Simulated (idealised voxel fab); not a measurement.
Process module under the name voxel air gaps
In the cross-section labelled cut, the width is 290 nm and each square cell is 5 nm.
Cross-sections here: square-cell grids, written as top-down lists of bands, a band being one or more rows of cells.
Within each band entry, the heights of the top and of the bottom of the band appear first, in that order and in nm; the materials of the band then follow from left to right, each with its corresponding width in nm. The designation "everywhere" on a single material indicates that it fills the band from edge to edge; the designation "empty" indicates empty space.
Heights are measured from 0, the level below which the as-received wafer is all one material; the lowest band has no bottom and continues downward, written as in "top 0, no bottom".
The notation "30..40" denotes a width that varies across the rows of cells in the band, beginning at the first number in the top row, finishing at the second number in the bottom row, and changing by an identical amount from each row to the next.
Given "identical to before" for a step, no cell of the cross-section differs between before and after that step.
Look at "Encapsulated voids" for the closed voids: empty spaces with no open path to the top, sized 8 cells or up. Each is width x height at distance, distance from the left edge, all nm.
Text after the settings on a step's line: the simulator's own remark on that step.
The "overlay nm" setting may appear on a step's line; for a step that uses a mask, it gives how far to the right of its planned position the mask lay, and a negative value indicates the left.
STEPS PLANNED FOR THE PROCESS
1 RECEIVE [material Si]
2 CONFORMAL_DEP [material SiO2] [thk nm 15]
3 CONFORMAL_DEP [material SiN] [thk nm 5]
4 DIRECTIONAL_DEP [material SiO2] [thk nm 40]
5 PATTERN [tone open] [mask id LINES] [material resist] [width nm 25] [pitch nm 50] [thk nm 15] [overlay nm 0]
6 DIRECTIONAL_ETCH [etch materials SiO2] [depth nm 40]
7 STRIP [etch materials resist]
8 CONFORMAL_DEP [material TiN] [thk nm 5]
9 FILL_DEP [material Ru] [thk nm 5]
10 CMP [height nm 60]
11 EPI [material Ru] [thk nm 10]
12 SELECTIVE_ETCH [etch materials SiO2] [depth nm 50]
13 CONFORMAL_DEP [material SiCN] [thk nm 5]
RUN AS PLANNED: FIRST OF TWO WAFERS
HERE'S WHAT THE WAFER LOOKED LIKE IN CROSS-SECTION WHEN IT ARRIVED - THAT'S AFTER STEP 1
  top 0, no bottom: Si everywhere
  Encapsulated voids: none
WAFER AFTER STEP 2 (CROSS-SECTION)
  top 15, bottom 0: SiO2 everywhere
  Lower than 0, everything is as it was.
WAFER AFTER STEP 3 (CROSS-SECTION)
  top 20, bottom 15: SiN everywhere
  Lower than 15, everything is as it was.
WAFER AFTER STEP 4 (CROSS-SECTION)
  top 60, bottom 20: SiO2 everywhere
  Lower than 20, everything is as it was.
WAFER AFTER STEP 5 (CROSS-SECTION)
  top 75, bottom 60: resist (80), empty (25), resist (25), empty (25), resist (25), empty (25), resist (85)
  Lower than 60, everything is as it was.
WAFER AFTER STEP 6 (CROSS-SECTION)
  top 75, bottom 60: resist (80), empty (25), resist (25), empty (25), resist (25), empty (25), resist (85)
  top 60, bottom 20: SiO2 (80), empty (25), SiO2 (25), empty (25), SiO2 (25), empty (25), SiO2 (85)
  Lower than 20, everything is as it was.
WAFER AFTER STEP 7 (CROSS-SECTION)
  top 60, bottom 20: SiO2 (80), empty (25), SiO2 (25), empty (25), SiO2 (25), empty (25), SiO2 (85)
  Lower than 20, everything is as it was.
WAFER AFTER STEP 8 (CROSS-SECTION)
  top 65, bottom 60: TiN (85), empty (15), TiN (35), empty (15), TiN (35), empty (15), TiN (90)
  top 60, bottom 25: SiO2 (80), TiN (5), empty (15), TiN (5), SiO2 (25), TiN (5), empty (15), TiN (5), SiO2 (25), TiN (5), empty (15), TiN (5), SiO2 (85)
  top 25, bottom 20: SiO2 (80), TiN (25), SiO2 (25), TiN (25), SiO2 (25), TiN (25), SiO2 (85)
  Lower than 20, everything is as it was.
WAFER AFTER STEP 9 (CROSS-SECTION)
  top 70, bottom 65: Ru everywhere
  top 65, bottom 60: TiN (85), Ru (15), TiN (35), Ru (15), TiN (35), Ru (15), TiN (90)
  top 60, bottom 25: SiO2 (80), TiN (5), Ru (15), TiN (5), SiO2 (25), TiN (5), Ru (15), TiN (5), SiO2 (25), TiN (5), Ru (15), TiN (5), SiO2 (85)
  Lower than 25, everything is as it was.
WAFER AFTER STEP 10 (CROSS-SECTION)
  top 60, bottom 25: SiO2 (80), TiN (5), Ru (15), TiN (5), SiO2 (25), TiN (5), Ru (15), TiN (5), SiO2 (25), TiN (5), Ru (15), TiN (5), SiO2 (85)
  Lower than 25, everything is as it was.
WAFER AFTER STEP 11 (CROSS-SECTION)
  top 70, bottom 60: empty (70), Ru (45), empty (5), Ru (45), empty (5), Ru (45), empty (75)
  Lower than 60, everything is as it was.
WAFER AFTER STEP 12 (CROSS-SECTION)
  top 70, bottom 60: empty (70), Ru (45), empty (5), Ru (45), empty (5), Ru (45), empty (75)
  top 60, bottom 25: empty (80), TiN (5), Ru (15), TiN (5), empty (25), TiN (5), Ru (15), TiN (5), empty (25), TiN (5), Ru (15), TiN (5), empty (85)
  top 25, bottom 20: empty (80), TiN (25), empty (25), TiN (25), empty (25), TiN (25), empty (85)
  Lower than 20, everything is as it was.
WAFER AFTER STEP 13 (CROSS-SECTION)
  top 75, bottom 70: empty (65), SiCN (155), empty (70)
  top 70, bottom 60: empty (65), SiCN (5), Ru (45), SiCN (5), Ru (45), SiCN (5), Ru (45), SiCN (5), empty (70)
  top 60, bottom 55: empty (65), SiCN (15), TiN (5), Ru (15), TiN (5), SiCN (25), TiN (5), Ru (15), TiN (5), SiCN (25), TiN (5), Ru (15), TiN (5), SiCN (15), empty (70)
  top 55, bottom 25: empty (75), SiCN (5), TiN (5), Ru (15), TiN (5), SiCN (5), empty (15), SiCN (5), TiN (5), Ru (15), TiN (5), SiCN (5), empty (15), SiCN (5), TiN (5), Ru (15), TiN (5), SiCN (5), empty (80)
  top 25, bottom 20: SiCN (80), TiN (25), SiCN (25), TiN (25), SiCN (25), TiN (25), SiCN (85)
  Lower than 20, everything is as it was.
  Encapsulated voids: 15 x 30 at 110; 15 x 30 at 160
WAFER TWO: LIKE WAFER ONE IN START AND PLAN, BUT WITH ONE MISTAKE IN EXECUTION; IDENTICAL UP TO AND INCLUDING STEP 2
Planned end of step 3: second wafer, cross-section: identical to before
PLANNED END OF STEP 4: SECOND WAFER, CROSS-SECTION
  top 55, bottom 0: SiO2 everywhere
  Lower than 0, everything is as it was.
PLANNED END OF STEP 5: SECOND WAFER, CROSS-SECTION
  top 70, bottom 55: resist (80), empty (25), resist (25), empty (25), resist (25), empty (25), resist (85)
  Lower than 55, everything is as it was.
PLANNED END OF STEP 6: SECOND WAFER, CROSS-SECTION
  top 70, bottom 55: resist (80), empty (25), resist (25), empty (25), resist (25), empty (25), resist (85)
  top 55, bottom 15: SiO2 (80), empty (25), SiO2 (25), empty (25), SiO2 (25), empty (25), SiO2 (85)
  Lower than 15, everything is as it was.
PLANNED END OF STEP 7: SECOND WAFER, CROSS-SECTION
  top 55, bottom 15: SiO2 (80), empty (25), SiO2 (25), empty (25), SiO2 (25), empty (25), SiO2 (85)
  Lower than 15, everything is as it was.
PLANNED END OF STEP 8: SECOND WAFER, CROSS-SECTION
  top 60, bottom 55: TiN (85), empty (15), TiN (35), empty (15), TiN (35), empty (15), TiN (90)
  top 55, bottom 20: SiO2 (80), TiN (5), empty (15), TiN (5), SiO2 (25), TiN (5), empty (15), TiN (5), SiO2 (25), TiN (5), empty (15), TiN (5), SiO2 (85)
  top 20, bottom 15: SiO2 (80), TiN (25), SiO2 (25), TiN (25), SiO2 (25), TiN (25), SiO2 (85)
  Lower than 15, everything is as it was.
PLANNED END OF STEP 9: SECOND WAFER, CROSS-SECTION
  top 65, bottom 60: Ru everywhere
  top 60, bottom 55: TiN (85), Ru (15), TiN (35), Ru (15), TiN (35), Ru (15), TiN (90)
  top 55, bottom 20: SiO2 (80), TiN (5), Ru (15), TiN (5), SiO2 (25), TiN (5), Ru (15), TiN (5), SiO2 (25), TiN (5), Ru (15), TiN (5), SiO2 (85)
  Lower than 20, everything is as it was.
PLANNED END OF STEP 10: SECOND WAFER, CROSS-SECTION
  top 60, bottom 55: TiN (85), Ru (15), TiN (35), Ru (15), TiN (35), Ru (15), TiN (90)
  Lower than 55, everything is as it was.
PLANNED END OF STEP 11: SECOND WAFER, CROSS-SECTION
  top 70, bottom 60: Ru everywhere
  Lower than 60, everything is as it was.
Planned end of step 12: second wafer, cross-section: identical to before
PLANNED END OF STEP 13: SECOND WAFER, CROSS-SECTION
  top 75, bottom 70: SiCN everywhere
  Lower than 70, everything is as it was.
Deviation from plan: not run: step 3 of the plan (skipped)
FYI, end of process, the second wafer has more or fewer cells of some materials than the first: +71 Ru | -76 SiCN | -58 SiN | +344 SiO2 | +49 TiN
Ultimately, the number of closed voids is 2 in the first wafer and 0 in the second wafer.
